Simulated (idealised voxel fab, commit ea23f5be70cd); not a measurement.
Documented hereafter: the process module known as voxel wiring stack.
Each square cell in cross-section cut measures 5 nm, and the section as a whole is 185 nm wide.
A cross-section is a grid of square cells, given in bands from the top down. A band is one or more rows of cells. This entry defines a band. It first specifies the height of the band's top and the height of its bottom in nm, and then specifies the band's materials from left to right, stating each material with its width in nm. The word "throughout" identifies a single material that fills the band from edge to edge, while the word "empty" identifies empty space. Heights are expressed relative to 0, this being the level below which the as-received wafer comprises one material exclusively. The lowest band is unbounded in the downward direction and is denoted as in "0 down". Per-row width for "30->40": begins at first number (top row of band), ends at second number (bottom row), increment between rows held constant. Any step labelled "nothing was modified" changed none of the cells in the cross-section. Any empty space of 8 cells or more lacking an open way to the top shows up in "Enclosed void list" as width x height at distance, distance from the left edge, in nm. Read whatever lies past the settings on a step's line as the simulator's own remark about the step. overlay nm: on a step with a mask, how far right of its planned place the mask lay; negative means left.
These are the steps we planned for the process
step 1: RECEIVE | material Si
step 2: CONFORMAL_DEP | material SiO2 | thk nm 10
step 3: CONFORMAL_DEP | material SiN | thk nm 5
step 4: DIRECTIONAL_DEP | material SiO2 | thk nm 25
step 5: MASKED_ETCH | tone open | mask id METAL_1 | width nm 20 | pitch nm 45 | etch materials SiO2 | depth nm 25 | overlay nm 0
step 6: MASKED_ETCH | tone open | mask id METAL_1 | width nm 20 | pitch nm 45 | etch materials SiN | depth nm 5 | overlay nm 0
step 7: CONFORMAL_DEP | material TiN | thk nm 5
step 8: FILL_DEP | material Cu | thk nm 5
step 9: CMP | height nm 40
step 10: EPI | material Ru | thk nm 5
step 11: FILL_DEP | material SiCN | thk nm 5
step 12: DIRECTIONAL_DEP | material lowk | thk nm 30
step 13: DIRECTIONAL_DEP | material aC | thk nm 10
step 14: PATTERN | tone open | mask id METAL_2_HOLES | material resist | width nm 15 | pitch nm 45 | thk nm 30 | overlay nm 0
step 15: DIRECTIONAL_ETCH | etch materials aC | depth nm 10
step 16: STRIP | etch materials resist
step 17: DIRECTIONAL_ETCH | etch materials lowk | depth nm 30
step 18: STRIP | etch materials aC
step 19: MASKED_ETCH | tone open | mask id METAL_2 | width nm 20 | pitch nm 45 | etch materials lowk | depth nm 20 | overlay nm 0
step 20: MASKED_ETCH | tone open | mask id METAL_2 | width nm 20 | pitch nm 45 | etch materials SiCN | depth nm 5 | overlay nm 0
step 21: CONFORMAL_DEP | material TiN | thk nm 5
step 22: FILL_DEP | material Cu | thk nm 10
step 23: CMP | height nm 80
step 24: CONFORMAL_DEP | material SiN | thk nm 5
As received, after step 1
- 0 down  Si throughout
- Enclosed void list: none
The first of two wafers, cross-sectioned at the end of the module, with the run proceeding as planned
- 85 to 80  SiN throughout
- 80 to 65  lowk 15 nm / TiN 5 nm / Cu 10 nm / TiN 5 nm / lowk 25 nm / TiN 5 nm / Cu 10 nm / TiN 5 nm / lowk 25 nm / TiN 5 nm / Cu 10 nm / TiN 5 nm / lowk 25 nm / TiN 5 nm / Cu 10 nm / TiN 5 nm / lowk 15 nm
- 65 to 60  lowk 15 nm / TiN 5 nm / Cu 5 nm / TiN 10 nm / lowk 25 nm / TiN 5 nm / Cu 5 nm / TiN 10 nm / lowk 25 nm / TiN 5 nm / Cu 5 nm / TiN 10 nm / lowk 25 nm / TiN 5 nm / Cu 5 nm / TiN 10 nm / lowk 15 nm
- 60 to 50  lowk 15 nm / TiN 5 nm / Cu 5 nm / TiN 5 nm / lowk 30 nm / TiN 5 nm / Cu 5 nm / TiN 5 nm / lowk 30 nm / TiN 5 nm / Cu 5 nm / TiN 5 nm / lowk 30 nm / TiN 5 nm / Cu 5 nm / TiN 5 nm / lowk 20 nm
- 50 to 45  SiCN 15 nm / TiN 15 nm / SiCN 30 nm / TiN 15 nm / SiCN 30 nm / TiN 15 nm / SiCN 30 nm / TiN 15 nm / SiCN 20 nm
- 45 to 40  SiCN 10 nm / Ru 30 nm / SiCN 15 nm / Ru 30 nm / SiCN 15 nm / Ru 30 nm / SiCN 15 nm / Ru 30 nm / SiCN 10 nm
- 40 to 15  SiO2 15 nm / TiN 5 nm / Cu 10 nm / TiN 5 nm / SiO2 25 nm / TiN 5 nm / Cu 10 nm / TiN 5 nm / SiO2 25 nm / TiN 5 nm / Cu 10 nm / TiN 5 nm / SiO2 25 nm / TiN 5 nm / Cu 10 nm / TiN 5 nm / SiO2 15 nm
- 15 to 10  SiN 15 nm / TiN 20 nm / SiN 25 nm / TiN 20 nm / SiN 25 nm / TiN 20 nm / SiN 25 nm / TiN 20 nm / SiN 15 nm
- 10 to 0  SiO2 throughout
- 0 down  Si throughout
- Enclosed void list: none
Presented here is a cross-section of the second of the two wafers as it stood at the end of the module. It was started in the same manner and assigned the same plan as the first wafer; however, one mistake was made in its execution
- 85 to 80  SiN throughout
- 80 to 75  Cu 5 nm / TiN 15 nm / Cu 10 nm / TiN 15 nm / Cu 5 nm / TiN 15 nm / Cu 10 nm / TiN 15 nm / Cu 5 nm / TiN 15 nm / Cu 10 nm / TiN 15 nm / Cu 5 nm / TiN 15 nm / Cu 10 nm / TiN 15 nm / Cu 5 nm
- 75 to 70  TiN 10 nm / lowk 5 nm / TiN 5 nm / Cu 10 nm / TiN 5 nm / lowk 5 nm / TiN 15 nm / lowk 5 nm / TiN 5 nm / Cu 10 nm / TiN 5 nm / lowk 5 nm / TiN 15 nm / lowk 5 nm / TiN 5 nm / Cu 10 nm / TiN 5 nm / lowk 5 nm / TiN 15 nm / lowk 5 nm / TiN 5 nm / Cu 10 nm / TiN 5 nm / lowk 5 nm / TiN 10 nm
- 70 to 60  lowk 15 nm / TiN 5 nm / Cu 10 nm / TiN 5 nm / lowk 25 nm / TiN 5 nm / Cu 10 nm / TiN 5 nm / lowk 25 nm / TiN 5 nm / Cu 10 nm / TiN 5 nm / lowk 25 nm / TiN 5 nm / Cu 10 nm / TiN 5 nm / lowk 15 nm
- 60 to 50  lowk 15 nm / TiN 5 nm / Cu 5 nm / TiN 10->5 nm / lowk 25->30 nm / TiN 5 nm / Cu 5 nm / TiN 10->5 nm / lowk 25->30 nm / TiN 5 nm / Cu 5 nm / TiN 10->5 nm / lowk 25->30 nm / TiN 5 nm / Cu 5 nm / TiN 10->5 nm / lowk 15->20 nm
- 50 to 45  lowk 15 nm / TiN 15 nm / lowk 30 nm / TiN 15 nm / lowk 30 nm / TiN 15 nm / lowk 30 nm / TiN 15 nm / lowk 20 nm
- 45 to 40  lowk 10 nm / Ru 30 nm / lowk 15 nm / Ru 30 nm / lowk 15 nm / Ru 30 nm / lowk 15 nm / Ru 30 nm / lowk 10 nm
- 40 to 15  SiO2 15 nm / TiN 5 nm / Cu 10 nm / TiN 5 nm / SiO2 25 nm / TiN 5 nm / Cu 10 nm / TiN 5 nm / SiO2 25 nm / TiN 5 nm / Cu 10 nm / TiN 5 nm / SiO2 25 nm / TiN 5 nm / Cu 10 nm / TiN 5 nm / SiO2 15 nm
- 15 to 10  SiN 15 nm / TiN 20 nm / SiN 25 nm / TiN 20 nm / SiN 25 nm / TiN 20 nm / SiN 25 nm / TiN 20 nm / SiN 15 nm
- 10 to 0  SiO2 throughout
- 0 down  Si throughout
- Enclosed void list: none
Deviation noted in wafer processing: step 11 of the plan was excluded from execution and never run
The final cell counts differ between the wafers, with the second having more or fewer of some materials than the first: 9 more of Cu | 38 fewer of SiCN | 29 more of TiN
